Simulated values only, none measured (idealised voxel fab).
process module | voxel capacitor over wiring
cross-section cut | 205 nm wide | cells 5 nm
A cross-section is a grid of square cells, given in bands from the top down. A band is one or more rows of cells.
Each band's line starts with the height of the band's top and of its bottom, in nm. Then come its materials from left to right, each with its width in nm. One material with "throughout" fills the band from edge to edge. "air" is empty space.
Height 0 is the level under which the wafer as received is all one material. The lowest band goes on downwards, as in "0 down".
A width such as "30 to 40" changes by the same amount from each row of cells to the next, from the band's top row to its bottom row.
"no change" after a step means that no cell of the cross-section changed.
closed voids: empty space of 8 cells or more with no open way to the top, each as width x height at its distance from the left edge, in nm
after a step's settings: what the simulator itself notes on the step
overlay nm, on a step with a mask: how far to the right of its planned place the mask lay; to the left if negative
plan
1 op RECEIVE | material Si
2 op CONFORMAL_DEP | material SiO2 | thk nm 10
3 op CONFORMAL_DEP | material SiCN | thk nm 5
4 op DIRECTIONAL_DEP | material lowk | thk nm 15
5 op PATTERN | tone open | mask id METAL_1 | material resist | width nm 25 | pitch nm 95 | thk nm 15 | overlay nm 0
6 op DIRECTIONAL_ETCH | etch materials lowk | depth nm 15
7 op DIRECTIONAL_ETCH | etch materials SiCN | depth nm 5
8 op STRIP | etch materials resist
9 op CONFORMAL_DEP | material TiN | thk nm 5
10 op FILL_DEP | material Cu | thk nm 5
11 op CMP | height nm 30
12 op EPI | material Ru | thk nm 5
13 op FILL_DEP | material SiCN | thk nm 5
14 op DIRECTIONAL_DEP | material lowk | thk nm 15
15 op DIRECTIONAL_DEP | material aC | thk nm 15
16 op PATTERN | tone open | mask id PLUG_1 | material resist | width nm 15 | thk nm 35 | overlay nm 0
17 op DIRECTIONAL_ETCH | etch materials aC | depth nm 15
18 op STRIP | etch materials resist
19 op DIRECTIONAL_ETCH | etch materials lowk | depth nm 15
20 op DIRECTIONAL_ETCH | etch materials SiCN | depth nm 5
21 op STRIP | etch materials aC
22 op EPI | material Ru | thk nm 10
23 op EPI | material Ru | thk nm 10
24 op DIRECTIONAL_DEP | material TiN | thk nm 10
25 op DIRECTIONAL_DEP | material Al2O3 | thk nm 5
26 op DIRECTIONAL_DEP | material TiN | thk nm 5
27 op MASKED_ETCH | tone cover | mask id UPPER_PLATE | width nm 75 | etch materials TiN | depth nm 5 | overlay nm 0
28 op MASKED_ETCH | tone cover | mask id UPPER_PLATE | width nm 75 | etch materials Al2O3 | depth nm 5 | overlay nm 0
29 op PATTERN | tone cover | mask id LOWER_PLATE | material resist | width nm 85 | thk nm 20 | overlay nm 0
30 op DIRECTIONAL_ETCH | etch materials TiN | depth nm 10
31 op STRIP | etch materials resist
32 op FILL_DEP | material SiO2 | thk nm 20
33 op CMP | height nm 90
34 op DIRECTIONAL_DEP | material aC | thk nm 10
35 op PATTERN | tone open | mask id PLUG_2 | material resist | width nm 15 | thk nm 30 | overlay nm 0
36 op DIRECTIONAL_ETCH | etch materials aC | depth nm 10
37 op STRIP | etch materials resist
38 op DIRECTIONAL_ETCH | etch materials SiO2 | depth nm 15
39 op STRIP | etch materials aC
40 op CONFORMAL_DEP | material TiN | thk nm 5
41 op FILL_DEP | material Ru | thk nm 5
42 op CMP | height nm 90
43 op CONFORMAL_DEP | material SiN | thk nm 5
as received, after step 1
  0 down: Si throughout
  closed voids: none
first wafer at the end, as planned
  95 to 90: SiN throughout
  90 to 80: SiO2 60 | TiN 5 | Ru 5 | TiN 5 | SiO2 130
  80 to 70: SiO2 60 to 50 | TiN 15 to 75 | SiO2 130 to 80
  70 to 65: SiO2 50 | Al2O3 75 | SiO2 80
  65 to 55: SiO2 45 | TiN 85 | SiO2 75
  55 to 40: lowk 50 | Ru 15 | lowk 140
  40 to 35: SiCN 50 | Ru 15 | SiCN 140
  35 to 30: SiCN 35 | Ru 35 | SiCN 60 | Ru 35 | SiCN 40
  30 to 15: lowk 40 | TiN 5 | Cu 15 | TiN 5 | lowk 70 | TiN 5 | Cu 15 | TiN 5 | lowk 45
  15 to 10: SiCN 40 | TiN 25 | SiCN 70 | TiN 25 | SiCN 45
  10 to 0: SiO2 throughout
  0 down: Si throughout
  closed voids: none
second wafer at the end: like start, like plan, one mistake
  95 to 90: SiN throughout
  90 to 80: SiO2 60 | TiN 5 | Ru 5 | TiN 5 | SiO2 130
  80 to 75: SiO2 60 | TiN 15 | SiO2 130
  75 to 70: SiO2 45 | TiN 5 | SiO2 75 | TiN 5 | SiO2 75
  70 to 65: Al2O3 throughout
  65 to 55: TiN throughout
  55 to 40: lowk 50 | Ru 15 | lowk 140
  40 to 35: SiCN 50 | Ru 15 | SiCN 140
  35 to 30: SiCN 35 | Ru 35 | SiCN 60 | Ru 35 | SiCN 40
  30 to 15: lowk 40 | TiN 5 | Cu 15 | TiN 5 | lowk 70 | TiN 5 | Cu 15 | TiN 5 | lowk 45
  15 to 10: SiCN 40 | TiN 25 | SiCN 70 | TiN 25 | SiCN 45
  10 to 0: SiO2 throughout
  0 down: Si throughout
  closed voids: none
what went wrong: step 27 ran as: op MASKED_ETCH | tone open | mask id UPPER_PLATE | width nm 75 | etch materials TiN | depth nm 5 | overlay nm 0
at the end the second wafer has, in cells: 26 more of Al2O3 | 61 fewer of SiO2 | 35 more of TiN
